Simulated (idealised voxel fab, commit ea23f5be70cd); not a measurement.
Herein follows the process module entitled voxel capacitor over wiring.
Displayed cross-section: cut, width of 205 nm, square cells sized 5 nm.
Cross-section = grid of square cells, listed top down in bands; band = one or more rows.
Look at the band entry: it leads with the top's height and the bottom's height in nm. Then it lists the materials left to right, with a width in nm for each. The word "all across" on a single material says that material fills the band edge to edge. The word "air" is empty space.
Height is counted from the level 0, under which the received wafer is composed throughout of one material. The lowest of the bands is not closed at the bottom but continues downward, in the notation "z 0 and below".
A width given as "30 to 40" starts at the first number in the band's top row and ends at the second number in its bottom row, shifting by an equal amount at every step from row to row.
"nothing different" means the step left every cell of the cross-section as it was.
The label "Sealed void listing" introduces a list of the empty spaces, 8 cells or larger, that have no open way up to the top; each entry in it reads width x height at distance, where the distance is taken from the left edge and all three are stated in nm.
Anything after a step's settings on that line? It's the simulator's own note about the step.
overlay nm: where the mask lay relative to plan, measured to the right, on steps with a mask; negatives go left.
LISTED BELOW ARE THE PROCESS STEPS AS PLANNED
- 1: RECEIVE | material Si
- 2: CONFORMAL_DEP | material SiO2 | thk nm 15
- 3: CONFORMAL_DEP | material SiCN | thk nm 5
- 4: DIRECTIONAL_DEP | material lowk | thk nm 25
- 5: PATTERN | tone open | mask id METAL_1 | material resist | width nm 30 | pitch nm 80 | thk nm 15 | overlay nm 0
- 6: DIRECTIONAL_ETCH | etch materials lowk | depth nm 25
- 7: DIRECTIONAL_ETCH | etch materials SiCN | depth nm 5
- 8: STRIP | etch materials resist
- 9: CONFORMAL_DEP | material TiN | thk nm 5
- 10: FILL_DEP | material Cu | thk nm 10
- 11: CMP | height nm 45
- 12: CONFORMAL_DEP | material SiCN | thk nm 5
- 13: DIRECTIONAL_DEP | material SiO2 | thk nm 15
- 14: MASKED_ETCH | tone open | mask id PLUG_1 | width nm 15 | etch materials SiO2 | depth nm 15 | overlay nm 0
- 15: MASKED_ETCH | tone open | mask id PLUG_1 | width nm 15 | etch materials SiCN | depth nm 5 | overlay nm 0
- 16: EPI | material Ru | thk nm 10
- 17: EPI | material Ru | thk nm 10
- 18: DIRECTIONAL_DEP | material TiN | thk nm 5
- 19: DIRECTIONAL_DEP | material SiN | thk nm 5
- 20: DIRECTIONAL_DEP | material TiN | thk nm 10
- 21: DIRECTIONAL_DEP | material aC | thk nm 10
- 22: PATTERN | tone cover | mask id UPPER_PLATE | material resist | width nm 55 | thk nm 25 | overlay nm 0
- 23: DIRECTIONAL_ETCH | etch materials aC | depth nm 10
- 24: STRIP | etch materials resist
- 25: DIRECTIONAL_ETCH | etch materials TiN | depth nm 10
- 26: DIRECTIONAL_ETCH | etch materials SiN | depth nm 5
- 27: STRIP | etch materials aC
- 28: PATTERN | tone cover | mask id LOWER_PLATE | material resist | width nm 65 | thk nm 20 | overlay nm 0
- 29: DIRECTIONAL_ETCH | etch materials TiN | depth nm 5
- 30: STRIP | etch materials resist
- 31: FILL_DEP | material SiO2 | thk nm 15
- 32: CMP | height nm 95
- 33: PATTERN | tone open | mask id PLUG_2 | material resist | width nm 15 | thk nm 15 | overlay nm 0
- 34: DIRECTIONAL_ETCH | etch materials SiO2 | depth nm 10
- 35: STRIP | etch materials resist
- 36: CONFORMAL_DEP | material TiN | thk nm 5
- 37: FILL_DEP | material Cu | thk nm 5
- 38: CMP | height nm 95
- 39: CONFORMAL_DEP | material SiN | thk nm 5
DELIVERED WAFER IN CROSS-SECTION: STATE AFTER STEP 1
    z 0 and below  Si all across
    Sealed void listing: none
MODULE COMPLETE, CROSS-SECTION. STARTING POINT AND PLAN PER ABOVE. ONE MISTAKE MADE IN RUNNING THE MODULE
    z 100 to 95  SiN all across
    z 95 to 90  SiO2 (70), TiN (5), Cu (5), TiN (5), SiO2 (120)
    z 90 to 85  SiO2 (70), TiN (15), SiO2 (120)
    z 85 to 75  SiO2 (60), TiN (15), SiO2 (130)
    z 75 to 70  SiO2 (60), SiN (15), SiO2 (130)
    z 70 to 60  SiO2 (60 to 75), TiN (55 to 40), SiO2 (90)
    z 60 to 55  SiO2 (75), SiN (40), SiO2 (90)
    z 55 to 50  SiO2 (55), TiN (5), SiO2 (15), TiN (45), SiO2 (85)
    z 50 to 45  SiCN all across
    z 45 to 20  lowk (45), TiN (5), Cu (20), TiN (5), lowk (50), TiN (5), Cu (20), TiN (5), lowk (50)
    z 20 to 15  SiCN (45), TiN (30), SiCN (50), TiN (30), SiCN (50)
    z 15 to 0  SiO2 all across
    z 0 and below  Si all across
    Sealed void listing: none
Heads up, the wafer didn't run the way we planned it: not per plan at step 14, really ran MASKED_ETCH | tone cover | mask id PLUG_1 | width nm 15 | etch materials SiO2 | depth nm 15 | overlay nm 0
